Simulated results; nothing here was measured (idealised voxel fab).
Process module name: voxel quadruple lines
It is cross-section cut that appears here, measuring 285 nm in width, its square cells being 5 nm in size.
Cross-section, as written here: a square-cell grid given band by band from the top down, where a band holds one or more rows of cells. Heads up on the band format: heights come first, top then bottom, in nm. After that it's the materials left to right, each with its width in nm. A single material flagged "full width" fills the whole band edge to edge, and "air" means there's empty space there. Heads up on the height convention: 0 is the point under which the incoming wafer is all one material, and the lowest band has no bottom, it just keeps going down, like "0 and below". Per-row width for "30 to 40": begins at first number (top row of band), ends at second number (bottom row), increment between rows held constant. You'll sometimes find "left unchanged" written for a step, and that's the way of saying that nowhere in the cross-section did a cell change during that step. "Closed void table" means: voids of 8 cells or more that are shut off from the top with no open way through. Written width x height at distance, distance from the left edge, in nm. Whatever follows a step's settings on its line is a remark the simulator itself makes about that step. overlay nm: for a step with a mask, the amount by which the mask lay right of where it was planned; a negative amount means left of it. In what follows, pairs of cross-sections are presented, each taken before and after one process step, with the after cross-section shown only down to the lowest band that was altered; the step, together with its settings, is stated below the pair. The pairs may stem from different runs of this module on the same starting wafer; accordingly, a pair should be taken as continuing from the one above it solely where its entry headed "State on entry" indicates as much.

### State on entry
  50 down to 40 = air=105 | SiN=30 | air=10 | SiN=30 | air=110
  40 down to 30 = air=105 | SiN=10 | polySi=10 | SiN=10 | air=10 | SiN=10 | polySi=10 | SiN=10 | air=110
  30 down to 20 = SiN=115 | polySi=10 | SiN=30 | polySi=10 | SiN=120
  20 down to 5 = W full width
  5 down to 0 = polySi full width
  0 and below = Si full width
  Closed void table: none

### after
  40 down to 20 = air=105 | SiN=10 | polySi=10 | SiN=10 | air=10 | SiN=10 | polySi=10 | SiN=10 | air=110
  Unchanged below 20.
  Closed void table: none
Formally, the process step situated between the two cross-sections above is DIRECTIONAL_ETCH, etch materials SiN, depth nm 10

State on entry: It is represented by the cross-section appearing after the step of the pair directly above.

### after
  40 down to 20 = air=105 | SiN=10 | air=10 | SiN=10 | air=10 | SiN=10 | air=10 | SiN=10 | air=110
  Unchanged below 20.
  Closed void table: none
Formally, the process step situated between the two cross-sections above is STRIP, etch materials polySi

State on entry: It is represented by the cross-section appearing after the step of the pair directly above.

### after
  40 down to 20 = air=105 | SiN=10 | air=10 | SiN=10 | air=10 | SiN=10 | air=10 | SiN=10 | air=110
  20 down to 5 = air=105 | W=10 | air=10 | W=10 | air=10 | W=10 | air=10 | W=10 | air=110
  Unchanged below 5.
  Closed void table: none
Formally, the process step situated between the two cross-sections above is DIRECTIONAL_ETCH, etch materials W, depth nm 15

State on entry: It is represented by the cross-section appearing after the step of the pair directly above.

### after
  20 down to 5 = air=105 | W=10 | air=10 | W=10 | air=10 | W=10 | air=10 | W=10 | air=110
  Unchanged below 5.
  Closed void table: none
Formally, the process step situated between the two cross-sections above is STRIP, etch materials SiN

State on entry: It is represented by the cross-section appearing after the step of the pair directly above.

### after
  25 down to 20 = lowk full width
  20 down to 5 = lowk=105 | W=10 | lowk=10 | W=10 | lowk=10 | W=10 | lowk=10 | W=10 | lowk=110
  Unchanged below 5.
  Closed void table: none
Formally, the process step situated between the two cross-sections above is FILL_DEP, material lowk, thk nm 5

State on entry: It is represented by the cross-section appearing after the step of the pair directly above.

### after
  20 down to 5 = lowk=105 | W=10 | lowk=10 | W=10 | lowk=10 | W=10 | lowk=10 | W=10 | lowk=110
  Unchanged below 5.
  Closed void table: none
Formally, the process step situated between the two cross-sections above is CMP, height nm 20

### State on entry
  65 down to 40 = aC full width
  40 down to 20 = polySi full width
  20 down to 5 = W full width
  5 down to 0 = Al2O3 full width
  0 and below = Si full width
  Closed void table: none

### after
  95 down to 65 = resist=125 | air=30 | resist=130
  Unchanged below 65.
  Closed void table: none
Formally, the process step situated between the two cross-sections above is PATTERN, tone open, mask id MANDREL, material resist, width nm 30, thk nm 30, overlay nm 0

State on entry: It is represented by the cross-section appearing after the step of the pair directly above.

### after
  70 down to 65 = resist=125 | air=30 | resist=130
  65 down to 40 = aC=125 | air=30 | aC=130
  Unchanged below 40.
  Closed void table: none
Formally, the process step situated between the two cross-sections above is DIRECTIONAL_ETCH, etch materials aC, depth nm 25

State on entry: It is represented by the cross-section appearing after the step of the pair directly above.

### after
  65 down to 40 = aC=125 | air=30 | aC=130
  Unchanged below 40.
  Closed void table: none
Formally, the process step situated between the two cross-sections above is STRIP, etch materials resist

State on entry: It is represented by the cross-section appearing after the step of the pair directly above.

### after
  75 down to 65 = SiO2=135 | air=10 | SiO2=140
  65 down to 50 = aC=125 | SiO2=10 | air=10 | SiO2=10 | aC=130
  50 down to 40 = aC=125 | SiO2=30 | aC=130
  Unchanged below 40.
  Closed void table: none
Formally, the process step situated between the two cross-sections above is CONFORMAL_DEP, material SiO2, thk nm 10

State on entry: It is represented by the cross-section appearing after the step of the pair directly above.

### after
  65 down to 40 = aC=125 | SiO2=10 | air=10 | SiO2=10 | aC=130
  Unchanged below 40.
  Closed void table: none
Formally, the process step situated between the two cross-sections above is DIRECTIONAL_ETCH, etch materials SiO2, depth nm 10

State on entry: It is represented by the cross-section appearing after the step of the pair directly above.

### after
  65 down to 40 = air=125 | SiO2=10 | air=10 | SiO2=10 | air=130
  Unchanged below 40.
  Closed void table: none
Formally, the process step situated between the two cross-sections above is STRIP, etch materials aC

State on entry: It is represented by the cross-section appearing after the step of the pair directly above.

### after
  65 down to 40 = air=125 | SiO2=10 | air=10 | SiO2=10 | air=130
  40 down to 20 = air=125 | polySi=10 | air=10 | polySi=10 | air=130
  Unchanged below 20.
  Closed void table: none
Formally, the process step situated between the two cross-sections above is DIRECTIONAL_ETCH, etch materials polySi, depth nm 20

State on entry: It is represented by the cross-section appearing after the step of the pair directly above.

### after
  40 down to 20 = air=125 | polySi=10 | air=10 | polySi=10 | air=130
  Unchanged below 20.
  Closed void table: none
Formally, the process step situated between the two cross-sections above is STRIP, etch materials SiO2

State on entry: It is represented by the cross-section appearing after the step of the pair directly above.

### after
  50 down to 40 = air=115 | SiN=50 | air=120
  40 down to 30 = air=115 | SiN=10 | polySi=10 | SiN=10 | polySi=10 | SiN=10 | air=120
  30 down to 20 = SiN=125 | polySi=10 | SiN=10 | polySi=10 | SiN=130
  Unchanged below 20.
  Closed void table: none
Formally, the process step situated between the two cross-sections above is CONFORMAL_DEP, material SiN, thk nm 10

State on entry: It is represented by the cross-section appearing after the step of the pair directly above.

### after
  40 down to 20 = air=115 | SiN=10 | polySi=10 | SiN=10 | polySi=10 | SiN=10 | air=120
  Unchanged below 20.
  Closed void table: none
Formally, the process step situated between the two cross-sections above is DIRECTIONAL_ETCH, etch materials SiN, depth nm 10

State on entry: It is represented by the cross-section appearing after the step of the pair directly above.

### after
  40 down to 20 = air=115 | SiN=10 | air=10 | SiN=10 | air=10 | SiN=10 | air=120
  Unchanged below 20.
  Closed void table: none
Formally, the process step situated between the two cross-sections above is STRIP, etch materials polySi

State on entry: It is represented by the cross-section appearing after the step of the pair directly above.

### after
  40 down to 20 = air=115 | SiN=10 | air=10 | SiN=10 | air=10 | SiN=10 | air=120
  20 down to 5 = air=115 | W=10 | air=10 | W=10 | air=10 | W=10 | air=120
  Unchanged below 5.
  Closed void table: none
Formally, the process step situated between the two cross-sections above is DIRECTIONAL_ETCH, etch materials W, depth nm 15

State on entry: It is represented by the cross-section appearing after the step of the pair directly above.

### after
  20 down to 5 = air=115 | W=10 | air=10 | W=10 | air=10 | W=10 | air=120
  Unchanged below 5.
  Closed void table: none
Formally, the process step situated between the two cross-sections above is STRIP, etch materials SiN

State on entry: It is represented by the cross-section appearing after the step of the pair directly above.

### after
  25 down to 20 = lowk full width
  20 down to 5 = lowk=115 | W=10 | lowk=10 | W=10 | lowk=10 | W=10 | lowk=120
  Unchanged below 5.
  Closed void table: none
Formally, the process step situated between the two cross-sections above is FILL_DEP, material lowk, thk nm 5

State on entry: It is represented by the cross-section appearing after the step of the pair directly above.

### after
  20 down to 5 = lowk=115 | W=10 | lowk=10 | W=10 | lowk=10 | W=10 | lowk=120
  Unchanged below 5.
  Closed void table: none
Formally, the process step situated between the two cross-sections above is CMP, height nm 20
